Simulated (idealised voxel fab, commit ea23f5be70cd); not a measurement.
Process module, titled voxel lift off
cross-section cut | 220 nm wide | cells 5 nm
When this document writes out a cross-section, it uses a grid of square cells and lists it as bands, beginning at the top and moving down, with a band standing for one or more rows of cells. Band entry format. Leading values: height of top, height of bottom, nm. Remainder: materials in left-to-right order, each with its width in nm. Special words: "full width" on a single material, which then fills the band edge to edge; "empty", empty space. Height 0 is the level under which the wafer as received is all one material. The lowest band goes on downwards, as in "top 0, no bottom". Read "30 to 40" as a graded width: first number on top, second number at the bottom, same change between each pair of neighbouring rows. A step reported as "remains unaltered" is a step in which no cell of the cross-section changed. In "Cavities, closed" the enclosed voids are listed, meaning empty spaces of 8 cells or larger without any opening to the top. The form is width x height at distance, distance from the left edge, units nm. Read whatever lies past the settings on a step's line as the simulator's own remark about the step. A step line may carry the setting "overlay nm", which, for steps involving a mask, states the distance by which the mask lay to the right of its intended position; negative values denote displacement to the left.

# Listed below are the process steps as planned
1 op RECEIVE | material Si
2 op CONFORMAL_DEP | material SiN | thk nm 5
3 op PATTERN | tone open | mask id LINES | material resist | width nm 25 | pitch nm 50 | thk nm 20 | overlay nm 0
4 op DIRECTIONAL_DEP | material Ru | thk nm 10
5 op STRIP | etch materials resist
6 op CONFORMAL_DEP | material SiCN | thk nm 10

# On the first of the two wafers: run conducted according to plan

# Cross-section, incoming material, after step 1
	top 0, no bottom | Si full width
	Cavities, closed: none

# The wafer in cross-section once step 2 is complete
	top 5, bottom 0 | SiN full width
	Unchanged below 0.

# The wafer in cross-section once step 3 is complete
	top 25, bottom 5 | resist 20 nm / empty 25 nm / resist 25 nm / empty 25 nm / resist 25 nm / empty 25 nm / resist 25 nm / empty 25 nm / resist 25 nm
	Unchanged below 5.

# The wafer in cross-section once step 4 is complete
	top 35, bottom 25 | Ru 20 nm / empty 25 nm / Ru 25 nm / empty 25 nm / Ru 25 nm / empty 25 nm / Ru 25 nm / empty 25 nm / Ru 25 nm
	top 25, bottom 15 | resist 20 nm / empty 25 nm / resist 25 nm / empty 25 nm / resist 25 nm / empty 25 nm / resist 25 nm / empty 25 nm / resist 25 nm
	top 15, bottom 5 | resist 20 nm / Ru 25 nm / resist 25 nm / Ru 25 nm / resist 25 nm / Ru 25 nm / resist 25 nm / Ru 25 nm / resist 25 nm
	Unchanged below 5.

# The wafer in cross-section once step 5 is complete
	top 15, bottom 5 | empty 20 nm / Ru 25 nm / empty 25 nm / Ru 25 nm / empty 25 nm / Ru 25 nm / empty 25 nm / Ru 25 nm / empty 25 nm
	Unchanged below 5.

# The wafer in cross-section once step 6 is complete
	top 25, bottom 15 | empty 10 nm / SiCN 45 nm / empty 5 nm / SiCN 45 nm / empty 5 nm / SiCN 45 nm / empty 5 nm / SiCN 45 nm / empty 15 nm
	top 15, bottom 5 | SiCN 20 nm / Ru 25 nm / SiCN 25 nm / Ru 25 nm / SiCN 25 nm / Ru 25 nm / SiCN 25 nm / Ru 25 nm / SiCN 25 nm
	Unchanged below 5.

# Here the second wafer is described. Its start and its plan were those of the first wafer. Its run contained one mistake. Up to and including step 1, it did exactly what the first wafer did

Second wafer, sectioned view, at step 2's planned end time: remains unaltered

# Second wafer, sectioned view, at step 3's planned end time
	top 20, bottom 0 | resist 20 nm / empty 25 nm / resist 25 nm / empty 25 nm / resist 25 nm / empty 25 nm / resist 25 nm / empty 25 nm / resist 25 nm
	Unchanged below 0.

# Second wafer, sectioned view, at step 4's planned end time
	top 30, bottom 20 | Ru 20 nm / empty 25 nm / Ru 25 nm / empty 25 nm / Ru 25 nm / empty 25 nm / Ru 25 nm / empty 25 nm / Ru 25 nm
	top 20, bottom 10 | resist 20 nm / empty 25 nm / resist 25 nm / empty 25 nm / resist 25 nm / empty 25 nm / resist 25 nm / empty 25 nm / resist 25 nm
	top 10, bottom 0 | resist 20 nm / Ru 25 nm / resist 25 nm / Ru 25 nm / resist 25 nm / Ru 25 nm / resist 25 nm / Ru 25 nm / resist 25 nm
	Unchanged below 0.

# Second wafer, sectioned view, at step 5's planned end time
	top 10, bottom 0 | empty 20 nm / Ru 25 nm / empty 25 nm / Ru 25 nm / empty 25 nm / Ru 25 nm / empty 25 nm / Ru 25 nm / empty 25 nm
	Unchanged below 0.

# Second wafer, sectioned view, at step 6's planned end time
	top 20, bottom 10 | empty 10 nm / SiCN 45 nm / empty 5 nm / SiCN 45 nm / empty 5 nm / SiCN 45 nm / empty 5 nm / SiCN 45 nm / empty 15 nm
	top 10, bottom 0 | SiCN 20 nm / Ru 25 nm / SiCN 25 nm / Ru 25 nm / SiCN 25 nm / Ru 25 nm / SiCN 25 nm / Ru 25 nm / SiCN 25 nm
	Unchanged below 0.
Misprocessing identified: the run left out plan step 2 entirely, so it was never executed
Count the cells at the end and the second wafer has more or fewer of some materials than the first: SiN: 44 fewer
